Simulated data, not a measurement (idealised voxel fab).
process module | voxel local oxidation
cross-section cut | 145 nm wide | cells 5 nm
A cross-section is a grid of square cells, given in bands from the top down. A band is one or more rows of cells.
Each band's line starts with the height of the band's top and of its bottom, in nm. Then come its materials from left to right, each with its width in nm. One material with "throughout" fills the band from edge to edge. "air" is empty space.
Height 0 is the level under which the wafer as received is all one material. The lowest band goes on downwards, as in "0 down".
A width such as "30 to 40" changes by the same amount from each row of cells to the next, from the band's top row to its bottom row.
"no change" after a step means that no cell of the cross-section changed.
closed voids: empty space of 8 cells or more with no open way to the top, each as width x height at its distance from the left edge, in nm
after a step's settings: what the simulator itself notes on the step
overlay nm, on a step with a mask: how far to the right of its planned place the mask lay; to the left if negative
plan
1 op RECEIVE | material Si
2 op OXIDIZE | depth nm 5
3 op CONFORMAL_DEP | material SiN | thk nm 10
4 op MASKED_ETCH | tone cover | mask id ACTIVE | width nm 110 | etch materials SiN | depth nm 10 | overlay nm 0
5 op SELECTIVE_ETCH | etch materials SiO2 | depth nm 5
6 op OXIDIZE | depth nm 15
7 op STRIP | etch materials SiN
as received, after step 1
  0 down: Si throughout
  closed voids: none
first wafer at the end, as planned
  0 to -5: air 20 | SiO2 100 | air 25
  -5 to -20: SiO2 35 | Si 70 | SiO2 40
  -20 down: Si throughout
  closed voids: none
second wafer at the end: like start, like plan, one mistake
  0 to -5: air 20 | SiO2 100 | air 25
  -5 to -30: SiO2 45 | Si 50 | SiO2 50
  -30 down: Si throughout
  closed voids: none
what went wrong: step 6 ran as: op OXIDIZE | depth nm 25
at the end the second wafer has, in cells: 50 fewer of Si | 50 more of SiO2
